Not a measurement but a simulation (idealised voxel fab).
Presented below is a process module, voxel gate over fins.
Xsec cut, 180 nm wide, square cell size 5 nm.
Cross-section = grid of square cells, listed top down in bands; band = one or more rows.
This entry defines a band. It first specifies the height of the band's top and the height of its bottom in nm, and then specifies the band's materials from left to right, stating each material with its width in nm. The word "edge to edge" identifies a single material that fills the band from edge to edge, while the word "empty" identifies empty space.
Zero point of the height axis is 0; under it, received wafer = one material. Lowest band: continues down indefinitely, "from 0 down".
You'd read "30 to 40" like this: the band's top row of cells is as wide as the first number, its bottom row is as wide as the second, and going down, every row changes width by the same amount as the row before did.
The designation "no modification", where it is given for a processing step, indicates that no cell of the cross-section was altered in the course of that step.
Entry "Fully sealed cavities" = empty spaces >= 8 cells with no open way to the top; each as width x height at distance, distance from left edge, all nm.
Heads up: the bit after the settings on a step's line is the simulator's remark on that step.
A step line may carry the setting "overlay nm", which, for steps involving a mask, states the distance by which the mask lay to the right of its intended position; negative values denote displacement to the left.

### Planned step list for the process
- 1: op RECEIVE | material Si
- 2: op CONFORMAL_DEP | material SiN | thk nm 5
- 3: op MASKED_ETCH | tone cover | mask id FINS | width nm 15 | pitch nm 55 | etch materials SiN | depth nm 5 | overlay nm 0
- 4: op MASKED_ETCH | tone cover | mask id FINS | width nm 15 | pitch nm 55 | etch materials Si | depth nm 35 | overlay nm 0
- 5: op FILL_DEP | material SiO2 | thk nm 15
- 6: op CMP | height nm 5
- 7: op MASKED_ETCH | tone open | mask id RAIL | width nm 15 | etch materials SiO2 | depth nm 35 | overlay nm 0
- 8: op CONFORMAL_DEP | material TiN | thk nm 5
- 9: op FILL_DEP | material Ru | thk nm 5
- 10: op CMP | height nm 5
- 11: op SELECTIVE_ETCH | etch materials W Ru TiN | depth nm 20
- 12: op FILL_DEP | material SiO2 | thk nm 5
- 13: op CMP | height nm 5
- 14: op SELECTIVE_ETCH | etch materials SiO2 | depth nm 15
- 15: op STRIP | etch materials SiN
- 16: op CONFORMAL_DEP | material HfO2 | thk nm 5
- 17: op CONFORMAL_DEP | material TiN | thk nm 5
- 18: op FILL_DEP | material W | thk nm 10
- 19: op CMP | height nm 15
- 20: op CONFORMAL_DEP | material SiCN | thk nm 10

### Incoming wafer in cross-section (state: after step 1)
- from 0 down  Si edge to edge
- Fully sealed cavities: none

### The first of two wafers, cross-sectioned at the end of the module, with the run proceeding as planned
- from 25 to 15  SiCN edge to edge
- from 15 to 10  W edge to edge
- from 10 to 5  W 15 nm | TiN 35 nm | W 20 nm | TiN 35 nm | W 20 nm | TiN 35 nm | W 20 nm
- from 5 to 0  W 15 nm | TiN 5 nm | HfO2 25 nm | TiN 5 nm | W 20 nm | TiN 5 nm | HfO2 25 nm | TiN 5 nm | W 20 nm | TiN 5 nm | HfO2 25 nm | TiN 5 nm | W 20 nm
- from 0 to -5  TiN 20 nm | HfO2 5 nm | Si 15 nm | HfO2 5 nm | TiN 30 nm | HfO2 5 nm | Si 15 nm | HfO2 5 nm | TiN 30 nm | HfO2 5 nm | Si 15 nm | HfO2 5 nm | TiN 25 nm
- from -5 to -10  HfO2 25 nm | Si 15 nm | HfO2 40 nm | Si 15 nm | HfO2 40 nm | Si 15 nm | HfO2 30 nm
- from -10 to -15  SiO2 25 nm | Si 15 nm | SiO2 40 nm | Si 15 nm | SiO2 40 nm | Si 15 nm | SiO2 30 nm
- from -15 to -25  SiO2 25 nm | Si 15 nm | SiO2 10 nm | TiN 5 nm | Ru 5 nm | TiN 5 nm | SiO2 15 nm | Si 15 nm | SiO2 40 nm | Si 15 nm | SiO2 30 nm
- from -25 to -30  SiO2 25 nm | Si 15 nm | SiO2 10 nm | TiN 15 nm | SiO2 15 nm | Si 15 nm | SiO2 40 nm | Si 15 nm | SiO2 30 nm
- from -30 to -35  SiO2 25 nm | Si 15 nm | SiO2 40 nm | Si 15 nm | SiO2 40 nm | Si 15 nm | SiO2 30 nm
- from -35 down  Si edge to edge
- Fully sealed cavities: none

### second wafer at the end: like start, like plan, one mistake
- from 25 to 15  SiCN edge to edge
- from 15 to 5  W edge to edge
- from 5 to 0  W 20 nm | TiN 25 nm | W 30 nm | TiN 25 nm | W 30 nm | TiN 25 nm | W 25 nm
- from 0 to -5  W 20 nm | TiN 5 nm | Si 15 nm | TiN 5 nm | W 30 nm | TiN 5 nm | Si 15 nm | TiN 5 nm | W 30 nm | TiN 5 nm | Si 15 nm | TiN 5 nm | W 25 nm
- from -5 to -10  TiN 25 nm | Si 15 nm | TiN 40 nm | Si 15 nm | TiN 40 nm | Si 15 nm | TiN 30 nm
- from -10 to -15  SiO2 25 nm | Si 15 nm | SiO2 40 nm | Si 15 nm | SiO2 40 nm | Si 15 nm | SiO2 30 nm
- from -15 to -25  SiO2 25 nm | Si 15 nm | SiO2 10 nm | TiN 5 nm | Ru 5 nm | TiN 5 nm | SiO2 15 nm | Si 15 nm | SiO2 40 nm | Si 15 nm | SiO2 30 nm
- from -25 to -30  SiO2 25 nm | Si 15 nm | SiO2 10 nm | TiN 15 nm | SiO2 15 nm | Si 15 nm | SiO2 40 nm | Si 15 nm | SiO2 30 nm
- from -30 to -35  SiO2 25 nm | Si 15 nm | SiO2 40 nm | Si 15 nm | SiO2 40 nm | Si 15 nm | SiO2 30 nm
- from -35 down  Si edge to edge
- Fully sealed cavities: none
Processing error: the plan's step 16 went unexecuted, having been skipped
Wafer comparison, final, in cells, second relative to first, materials more or fewer: HfO2 -48; W +48
